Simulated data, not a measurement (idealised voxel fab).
process module | voxel self aligned vias
cross-section cut | 275 nm wide | cells 5 nm
A cross-section is a grid of square cells, given in bands from the top down. A band is one or more rows of cells.
Each band's line starts with the height of the band's top and of its bottom, in nm. Then come its materials from left to right, each with its width in nm. One material with "throughout" fills the band from edge to edge. "air" is empty space.
Height 0 is the level under which the wafer as received is all one material. The lowest band goes on downwards, as in "0 down".
A width such as "30 to 40" changes by the same amount from each row of cells to the next, from the band's top row to its bottom row.
"no change" after a step means that no cell of the cross-section changed.
closed voids: empty space of 8 cells or more with no open way to the top, each as width x height at its distance from the left edge, in nm
after a step's settings: what the simulator itself notes on the step
overlay nm, on a step with a mask: how far to the right of its planned place the mask lay; to the left if negative
plan
1 op RECEIVE | material Si
2 op CONFORMAL_DEP | material SiO2 | thk nm 15
3 op CONFORMAL_DEP | material SiCN | thk nm 5
4 op DIRECTIONAL_DEP | material lowk | thk nm 30
5 op DIRECTIONAL_DEP | material aC | thk nm 15
6 op PATTERN | tone open | mask id LINES | material resist | width nm 20 | pitch nm 60 | thk nm 35 | overlay nm 0
7 op DIRECTIONAL_ETCH | etch materials aC | depth nm 15
8 op STRIP | etch materials resist
9 op DIRECTIONAL_ETCH | etch materials lowk | depth nm 30
10 op STRIP | etch materials aC
11 op CONFORMAL_DEP | material TiN | thk nm 5
12 op FILL_DEP | material W | thk nm 10
13 op CMP | height nm 50
14 op SELECTIVE_ETCH | etch materials W Ru TiN | depth nm 5
15 op FILL_DEP | material SiN | thk nm 5
16 op CMP | height nm 50
17 op DIRECTIONAL_DEP | material lowk | thk nm 20
18 op MASKED_ETCH | tone open | mask id VIAS | width nm 30 | pitch nm 60 | etch materials lowk | depth nm 20 | overlay nm 0
19 op MASKED_ETCH | tone open | mask id VIAS | width nm 30 | pitch nm 60 | etch materials SiN | depth nm 5 | overlay nm 0
20 op CONFORMAL_DEP | material TiN | thk nm 5
21 op FILL_DEP | material Cu | thk nm 10
22 op CMP | height nm 70
23 op CONFORMAL_DEP | material SiN | thk nm 5
as received, after step 1
  0 down: Si throughout
  closed voids: none
first wafer at the end, as planned
  75 to 70: SiN throughout
  70 to 55: lowk 60 | TiN 5 | Cu 20 | TiN 5 | lowk 30 | TiN 5 | Cu 20 | TiN 5 | lowk 30 | TiN 5 | Cu 20 | TiN 5 | lowk 65
  55 to 50: lowk 60 | TiN 10 | Cu 10 | TiN 10 | lowk 30 | TiN 10 | Cu 10 | TiN 10 | lowk 30 | TiN 10 | Cu 10 | TiN 10 | lowk 65
  50 to 45: lowk 65 | TiN 20 | lowk 40 | TiN 20 | lowk 40 | TiN 20 | lowk 70
  45 to 25: lowk 65 | TiN 5 | W 10 | TiN 5 | lowk 40 | TiN 5 | W 10 | TiN 5 | lowk 40 | TiN 5 | W 10 | TiN 5 | lowk 70
  25 to 20: lowk 65 | TiN 20 | lowk 40 | TiN 20 | lowk 40 | TiN 20 | lowk 70
  20 to 15: SiCN throughout
  15 to 0: SiO2 throughout
  0 down: Si throughout
  closed voids: none
second wafer at the end: like start, like plan, one mistake
  75 to 70: SiN throughout
  70 to 50: lowk 60 | TiN 5 | lowk 20 | TiN 5 | lowk 30 | TiN 5 | lowk 20 | TiN 5 | lowk 30 | TiN 5 | lowk 20 | TiN 5 | lowk 65
  50 to 45: lowk 65 | SiN 20 | lowk 40 | SiN 20 | lowk 40 | SiN 20 | lowk 70
  45 to 25: lowk 65 | TiN 5 | W 10 | TiN 5 | lowk 40 | TiN 5 | W 10 | TiN 5 | lowk 40 | TiN 5 | W 10 | TiN 5 | lowk 70
  25 to 20: lowk 65 | TiN 20 | lowk 40 | TiN 20 | lowk 40 | TiN 20 | lowk 70
  20 to 15: SiCN throughout
  15 to 0: SiO2 throughout
  0 down: Si throughout
  closed voids: none
what went wrong: steps 17 and 18 were swapped
at the end the second wafer has, in cells: 42 fewer of Cu | 12 more of SiN | 18 fewer of TiN | 48 more of lowk
